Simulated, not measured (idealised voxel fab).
Module name: voxel gate over fins (process module)
The width of the displayed cross-section, cut, is 240 nm; its cells are square, with a size of 5 nm.
For the purposes of this document, a cross-section shall be understood as a grid of square cells, specified as bands listed in top-to-bottom order, each band consisting of one or more rows of cells. The band entry comprises the height of the band's top followed by the height of its bottom, expressed in nm, and subsequently the band's materials from left to right, each stated together with its width in nm. Where a single material is marked with the word "throughout", that material fills the band from edge to edge. The word "air" represents empty space. Counting heights begins at 0, where everything beneath is, in the wafer as received, one material. The lowest band has no bottom; it goes on downwards, as "0 down" shows. It should be noted that a width expressed as "30->40" varies in equal increments from row to row of cells within the band, taking the value of the first number at the top row and that of the second number at the bottom row. You'll sometimes find "nothing different" written for a step, and that's the way of saying that nowhere in the cross-section did a cell change during that step. "Closed cavities" specifies each empty space that is not open to the top and that occupies no fewer than 8 cells, using the form width x height at distance, the distance measured from the left edge and all three quantities in nm. Whatever follows a step's settings on its line is a remark the simulator itself makes about that step. If you see "overlay nm" on a step's line and that step has a mask, it's telling you how far right of where it was planned the mask ended up; a negative number means it went left instead.
The following list gives the planned process steps:
- 1: RECEIVE (material Si)
- 2: CONFORMAL_DEP (material SiN; thk nm 5)
- 3: PATTERN (tone cover; mask id FINS; material resist; width nm 15; pitch nm 55; thk nm 20; overlay nm 0)
- 4: DIRECTIONAL_ETCH (etch materials SiN; depth nm 5)
- 5: DIRECTIONAL_ETCH (etch materials Si; depth nm 35)
- 6: STRIP (etch materials resist)
- 7: OXIDIZE (depth nm 5)
- 8: FILL_DEP (material SiO2; thk nm 15)
- 9: CMP (height nm 5)
- 10: MASKED_ETCH (tone open; mask id RAIL; width nm 15; etch materials SiO2; depth nm 35; overlay nm 0)
- 11: CONFORMAL_DEP (material TiN; thk nm 5)
- 12: FILL_DEP (material Ru; thk nm 10)
- 13: CMP (height nm 5)
- 14: SELECTIVE_ETCH (etch materials W Ru TiN; depth nm 25)
- 15: FILL_DEP (material SiO2; thk nm 5)
- 16: CMP (height nm 5)
- 17: SELECTIVE_ETCH (etch materials SiO2; depth nm 15)
- 18: STRIP (etch materials SiN)
- 19: CONFORMAL_DEP (material HfO2; thk nm 5)
- 20: CONFORMAL_DEP (material TiN; thk nm 5)
- 21: CONFORMAL_DEP (material TiAl; thk nm 5)
- 22: CONFORMAL_DEP (material TiN; thk nm 5)
- 23: FILL_DEP (material W; thk nm 10)
- 24: CMP (height nm 25)
- 25: CONFORMAL_DEP (material SiCN; thk nm 10)
Cross-section of the wafer as it came to us, i.e., already through step 1:
  0 down: Si throughout
  Closed cavities: none
End-of-module cross-section. Starting structure and process plan as above; one mistake made in running it:
  35 to 25: SiCN throughout
  25 to 20: W: 60  TiN: 5  TiAl: 110  TiN: 5  W: 60
  20 to 15: TiN: 65  TiAl: 5  TiN: 45  TiAl: 10  TiN: 45  TiAl: 5  TiN: 65
  15 to 10: TiAl: 70  TiN: 45  TiAl: 10  TiN: 45  TiAl: 70
  10 to 5: TiN throughout
  5 to 0: TiN: 85  HfO2: 15  TiN: 40  HfO2: 15  TiN: 85
  0 to -5: TiN: 85  HfO2: 5  Si: 5  HfO2: 5  TiN: 40  HfO2: 5  Si: 5  HfO2: 5  TiN: 85
  -5 to -10: HfO2: 90  Si: 5  HfO2: 50  Si: 5  HfO2: 90
  -10 to -20: SiO2: 90  Si: 5  SiO2: 50  Si: 5  SiO2: 90
  -20 to -25: SiO2: 90  Si: 5  SiO2: 15  TiN: 5  Ru: 5  TiN: 5  SiO2: 20  Si: 5  SiO2: 90
  -25 to -30: SiO2: 90  Si: 5  SiO2: 15  TiN: 15  SiO2: 20  Si: 5  SiO2: 90
  -30 to -40: SiO2: 90  Si: 5  SiO2: 50  Si: 5  SiO2: 90
  -40 down: Si throughout
  Closed cavities: none
Processing error: step 20 changed vs plan, executed as CONFORMAL_DEP (material TiN; thk nm 15)
